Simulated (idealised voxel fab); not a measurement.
process module | voxel released beams
cross-section cut | 250 nm wide | cells 5 nm
A cross-section is a grid of square cells, given in bands from the top down. A band is one or more rows of cells.
Each band's line starts with the height of the band's top and of its bottom, in nm. Then come its materials from left to right, each with its width in nm. One material with "throughout" fills the band from edge to edge. "air" is empty space.
Height 0 is the level under which the wafer as received is all one material. The lowest band goes on downwards, as in "0 down".
A width such as "30 to 40" changes by the same amount from each row of cells to the next, from the band's top row to its bottom row.
"no change" after a step means that no cell of the cross-section changed.
closed voids: empty space of 8 cells or more with no open way to the top, each as width x height at its distance from the left edge, in nm
after a step's settings: what the simulator itself notes on the step
overlay nm, on a step with a mask: how far to the right of its planned place the mask lay; to the left if negative
plan
1 op RECEIVE | material Si
2 op CONFORMAL_DEP | material Al2O3 | thk nm 10
3 op DIRECTIONAL_DEP | material SiO2 | thk nm 15
4 op DIRECTIONAL_DEP | material aC | thk nm 15
5 op PATTERN | tone open | mask id ANCHOR | material resist | width nm 35 | thk nm 35 | overlay nm 0
6 op DIRECTIONAL_ETCH | etch materials aC | depth nm 15
7 op STRIP | etch materials resist
8 op DIRECTIONAL_ETCH | etch materials SiO2 | depth nm 15
9 op STRIP | etch materials aC
10 op CONFORMAL_DEP | material W | thk nm 10
11 op DIRECTIONAL_DEP | material aC | thk nm 10
12 op PATTERN | tone cover | mask id BEAM | material resist | width nm 95 | thk nm 25 | overlay nm 0
13 op DIRECTIONAL_ETCH | etch materials aC | depth nm 10
14 op STRIP | etch materials resist
15 op DIRECTIONAL_ETCH | etch materials W | depth nm 10
16 op STRIP | etch materials aC
17 op STRIP | etch materials SiO2
as received, after step 1
  0 down: Si throughout
  closed voids: none
first wafer at the end, as planned
  35 to 25: air 75 | W 15 | air 15 | W 65 | air 80
  25 to 20: air 80 | W 10 | air 15 | W 10 | air 135
  20 to 10: air 80 | W 35 | air 135
  10 to 0: Al2O3 throughout
  0 down: Si throughout
  closed voids: none
second wafer at the end: like start, like plan, one mistake
  35 to 25: air 75 | W 50 | air 125
  25 to 20: air 70 | W 10 | SiO2 35 | W 10 | air 125
  20 to 10: air 70 | W 10 | SiO2 35 | W 55 | air 80
  10 to 0: Al2O3 throughout
  0 down: Si throughout
  closed voids: none
what went wrong: step 5 ran as: op PATTERN | tone cover | mask id ANCHOR | material resist | width nm 35 | thk nm 35 | overlay nm 0
at the end the second wafer has, in cells: 21 more of SiO2
